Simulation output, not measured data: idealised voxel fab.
process module | voxel wiring stack
cross-section cut | 195 nm wide | cells 5 nm
A cross-section is a grid of square cells, given in bands from the top down. A band is one or more rows of cells.
Each band's line starts with the height of the band's top and of its bottom, in nm. Then come its materials from left to right, each with its width in nm. One material with "throughout" fills the band from edge to edge. "air" is empty space.
Height 0 is the level under which the wafer as received is all one material. The lowest band goes on downwards, as in "0 down".
A width such as "30 to 40" changes by the same amount from each row of cells to the next, from the band's top row to its bottom row.
"no change" after a step means that no cell of the cross-section changed.
closed voids: empty space of 8 cells or more with no open way to the top, each as width x height at its distance from the left edge, in nm
after a step's settings: what the simulator itself notes on the step
overlay nm, on a step with a mask: how far to the right of its planned place the mask lay; to the left if negative
plan
1 op RECEIVE | material Si
2 op CONFORMAL_DEP | material SiO2 | thk nm 15
3 op DIRECTIONAL_DEP | material TiN | thk nm 5
4 op DIRECTIONAL_DEP | material Ru | thk nm 20
5 op PATTERN | tone cover | mask id METAL_1 | material resist | width nm 20 | pitch nm 45 | thk nm 20 | overlay nm -15
6 op DIRECTIONAL_ETCH | etch materials Ru | depth nm 20
7 op DIRECTIONAL_ETCH | etch materials TiN | depth nm 5
8 op STRIP | etch materials resist
9 op FILL_DEP | material lowk | thk nm 10
10 op CMP | height nm 40
11 op CONFORMAL_DEP | material SiCN | thk nm 5
12 op DIRECTIONAL_DEP | material lowk | thk nm 15
13 op DIRECTIONAL_DEP | material aC | thk nm 15
14 op PATTERN | tone open | mask id PLUG_1 | material resist | width nm 15 | pitch nm 45 | thk nm 35 | overlay nm 0
15 op DIRECTIONAL_ETCH | etch materials aC | depth nm 15
16 op STRIP | etch materials resist
17 op DIRECTIONAL_ETCH | etch materials lowk | depth nm 15
18 op DIRECTIONAL_ETCH | etch materials SiCN | depth nm 5
19 op STRIP | etch materials aC
20 op EPI | material Ru | thk nm 10
21 op EPI | material Ru | thk nm 10
22 op CONFORMAL_DEP | material SiN | thk nm 5
23 op DIRECTIONAL_DEP | material SiO2 | thk nm 15
24 op DIRECTIONAL_DEP | material aC | thk nm 10
25 op PATTERN | tone open | mask id METAL_2 | material resist | width nm 20 | pitch nm 45 | thk nm 30 | overlay nm 0
26 op DIRECTIONAL_ETCH | etch materials aC | depth nm 10
27 op STRIP | etch materials resist
28 op DIRECTIONAL_ETCH | etch materials SiO2 | depth nm 15
29 op DIRECTIONAL_ETCH | etch materials SiN | depth nm 5
30 op STRIP | etch materials aC
31 op CONFORMAL_DEP | material TiN | thk nm 5
32 op FILL_DEP | material Cu | thk nm 10
33 op CMP | height nm 80
34 op CONFORMAL_DEP | material SiCN | thk nm 5
35 op DIRECTIONAL_DEP | material lowk | thk nm 30
36 op DIRECTIONAL_DEP | material aC | thk nm 15
37 op PATTERN | tone open | mask id METAL_3 | material resist | width nm 20 | pitch nm 45 | thk nm 35 | overlay nm 0
38 op DIRECTIONAL_ETCH | etch materials aC | depth nm 15
39 op STRIP | etch materials resist
40 op DIRECTIONAL_ETCH | etch materials lowk | depth nm 15
41 op STRIP | etch materials aC
42 op MASKED_ETCH | tone open | mask id METAL_3_HOLES | width nm 15 | pitch nm 45 | etch materials lowk | depth nm 15 | overlay nm 0
43 op MASKED_ETCH | tone open | mask id METAL_3_HOLES | width nm 15 | pitch nm 45 | etch materials SiCN | depth nm 5 | overlay nm 0
44 op CONFORMAL_DEP | material TiN | thk nm 5
45 op FILL_DEP | material Cu | thk nm 5
46 op CMP | height nm 115
47 op CONFORMAL_DEP | material SiCN | thk nm 5
48 op DIRECTIONAL_DEP | material lowk | thk nm 10
49 op MASKED_ETCH | tone open | mask id PLUG_3 | width nm 15 | pitch nm 45 | etch materials lowk | depth nm 10 | overlay nm 0
50 op MASKED_ETCH | tone open | mask id PLUG_3 | width nm 15 | pitch nm 45 | etch materials SiCN | depth nm 5 | overlay nm 0
51 op CONFORMAL_DEP | material TiN | thk nm 5
52 op FILL_DEP | material Cu | thk nm 5
53 op CMP | height nm 130
54 op CONFORMAL_DEP | material SiCN | thk nm 5
55 op DIRECTIONAL_DEP | material SiO2 | thk nm 25
56 op DIRECTIONAL_DEP | material aC | thk nm 10
57 op PATTERN | tone open | mask id METAL_4 | material resist | width nm 20 | pitch nm 45 | thk nm 25 | overlay nm 0
58 op DIRECTIONAL_ETCH | etch materials aC | depth nm 10
59 op STRIP | etch materials resist
60 op DIRECTIONAL_ETCH | etch materials SiO2 | depth nm 25
61 op DIRECTIONAL_ETCH | etch materials SiCN | depth nm 5
62 op STRIP | etch materials aC
63 op CONFORMAL_DEP | material TiN | thk nm 5
64 op FILL_DEP | material Cu | thk nm 5
65 op CMP | height nm 160
66 op CONFORMAL_DEP | material SiCN | thk nm 5
varied across the wafers: overlay nm of step 5. The plan shows the first wafer's value. All wafers start alike
first wafer as received, after step 1
  0 down: Si throughout
  closed voids: none
first wafer at the end, after step 66
  165 to 160: SiCN throughout
  160 to 135: SiO2 40 | TiN 5 | Cu 10 | TiN 5 | SiO2 25 | TiN 5 | Cu 10 | TiN 5 | SiO2 25 | TiN 5 | Cu 10 | TiN 5 | SiO2 45
  135 to 130: SiCN 40 | TiN 20 | SiCN 25 | TiN 20 | SiCN 25 | TiN 20 | SiCN 45
  130 to 120: lowk 40 | TiN 5 | Cu 5 | TiN 5 | lowk 30 | TiN 5 | Cu 5 | TiN 5 | lowk 30 | TiN 5 | Cu 5 | TiN 5 | lowk 50
  120 to 115: SiCN 40 | TiN 15 | SiCN 30 | TiN 15 | SiCN 30 | TiN 15 | SiCN 50
  115 to 105: lowk 40 | TiN 5 | Cu 10 | TiN 5 | lowk 25 | TiN 5 | Cu 10 | TiN 5 | lowk 25 | TiN 5 | Cu 10 | TiN 5 | lowk 45
  105 to 100: lowk 40 | TiN 5 | Cu 5 | TiN 10 | lowk 25 | TiN 5 | Cu 5 | TiN 10 | lowk 25 | TiN 5 | Cu 5 | TiN 10 | lowk 45
  100 to 85: lowk 40 | TiN 5 | Cu 5 | TiN 5 | lowk 30 | TiN 5 | Cu 5 | TiN 5 | lowk 30 | TiN 5 | Cu 5 | TiN 5 | lowk 50
  85 to 80: SiCN 40 | TiN 15 | SiCN 30 | TiN 15 | SiCN 30 | TiN 15 | SiCN 50
  80 to 65: SiO2 40 | TiN 5 | Cu 10 | TiN 5 | SiO2 25 | TiN 5 | Cu 10 | TiN 5 | SiO2 25 | TiN 5 | Cu 10 | TiN 5 | SiO2 45
  65 to 60: SiN 40 | TiN 20 | SiN 25 | TiN 20 | SiN 25 | TiN 20 | SiN 45
  60 to 45: lowk 40 | Ru 15 | lowk 30 | Ru 15 | lowk 30 | Ru 15 | lowk 50
  45 to 40: SiCN 40 | Ru 15 | SiCN 30 | Ru 15 | SiCN 30 | Ru 15 | SiCN 50
  40 to 20: lowk 25 | Ru 20 | lowk 25 | Ru 20 | lowk 25 | Ru 20 | lowk 60
  20 to 15: lowk 25 | TiN 20 | lowk 25 | TiN 20 | lowk 25 | TiN 20 | lowk 60
  15 to 0: SiO2 throughout
  0 down: Si throughout
  closed voids: none
last wafer at the end
  165 to 160: SiCN throughout
  160 to 135: SiO2 40 | TiN 5 | Cu 10 | TiN 5 | SiO2 25 | TiN 5 | Cu 10 | TiN 5 | SiO2 25 | TiN 5 | Cu 10 | TiN 5 | SiO2 45
  135 to 130: SiCN 40 | TiN 20 | SiCN 25 | TiN 20 | SiCN 25 | TiN 20 | SiCN 45
  130 to 120: lowk 40 | TiN 5 | Cu 5 | TiN 5 | lowk 30 | TiN 5 | Cu 5 | TiN 5 | lowk 30 | TiN 5 | Cu 5 | TiN 5 | lowk 50
  120 to 115: SiCN 40 | TiN 15 | SiCN 30 | TiN 15 | SiCN 30 | TiN 15 | SiCN 50
  115 to 105: lowk 40 | TiN 5 | Cu 10 | TiN 5 | lowk 25 | TiN 5 | Cu 10 | TiN 5 | lowk 25 | TiN 5 | Cu 10 | TiN 5 | lowk 45
  105 to 100: lowk 40 | TiN 5 | Cu 5 | TiN 10 | lowk 25 | TiN 5 | Cu 5 | TiN 10 | lowk 25 | TiN 5 | Cu 5 | TiN 10 | lowk 45
  100 to 85: lowk 40 | TiN 5 | Cu 5 | TiN 5 | lowk 30 | TiN 5 | Cu 5 | TiN 5 | lowk 30 | TiN 5 | Cu 5 | TiN 5 | lowk 50
  85 to 80: SiCN 40 | TiN 15 | SiCN 30 | TiN 15 | SiCN 30 | TiN 15 | SiCN 50
  80 to 65: SiO2 40 | TiN 5 | Cu 10 | TiN 5 | SiO2 25 | TiN 5 | Cu 10 | TiN 5 | SiO2 25 | TiN 5 | Cu 10 | TiN 5 | SiO2 45
  65 to 60: SiN 40 | TiN 20 | SiN 25 | TiN 20 | SiN 25 | TiN 20 | SiN 45
  60 to 45: lowk 40 | SiN 5 | TiN 5 | SiN 5 | lowk 30 | SiN 5 | TiN 5 | SiN 5 | lowk 30 | SiN 5 | TiN 5 | SiN 5 | lowk 50
  45 to 40: SiCN 40 | SiN 5 | TiN 5 | SiN 5 | SiCN 30 | SiN 5 | TiN 5 | SiN 5 | SiCN 30 | SiN 5 | TiN 5 | SiN 5 | SiCN 50
  40 to 20: lowk 55 | Ru 20 | lowk 25 | Ru 20 | lowk 25 | Ru 20 | lowk 30
  20 to 15: lowk 55 | TiN 20 | lowk 25 | TiN 20 | lowk 25 | TiN 20 | lowk 30
  15 to 0: SiO2 throughout
  0 down: Si throughout
  closed voids: none
each wafer at the end: cells of each material gained (+) or lost (-) since it was received, then its closed voids
overlay nm -15 | +78 Cu | +84 Ru | +156 SiCN | +27 SiN | +333 SiO2 | +153 TiN | +456 lowk | closed voids: none
overlay nm -10 | +78 Cu | +84 Ru | +156 SiCN | +27 SiN | +333 SiO2 | +153 TiN | +456 lowk | closed voids: none
overlay nm -5 | +78 Cu | +84 Ru | +156 SiCN | +27 SiN | +333 SiO2 | +153 TiN | +456 lowk | closed voids: none
overlay nm 0 | +78 Cu | +84 Ru | +156 SiCN | +27 SiN | +333 SiO2 | +153 TiN | +456 lowk | closed voids: none
overlay nm 5 | +78 Cu | +84 Ru | +156 SiCN | +27 SiN | +333 SiO2 | +153 TiN | +456 lowk | closed voids: none
overlay nm 10 | +78 Cu | +84 Ru | +156 SiCN | +27 SiN | +333 SiO2 | +153 TiN | +456 lowk | closed voids: none
overlay nm 15 | +78 Cu | +48 Ru | +156 SiCN | +51 SiN | +333 SiO2 | +165 TiN | +456 lowk | closed voids: none
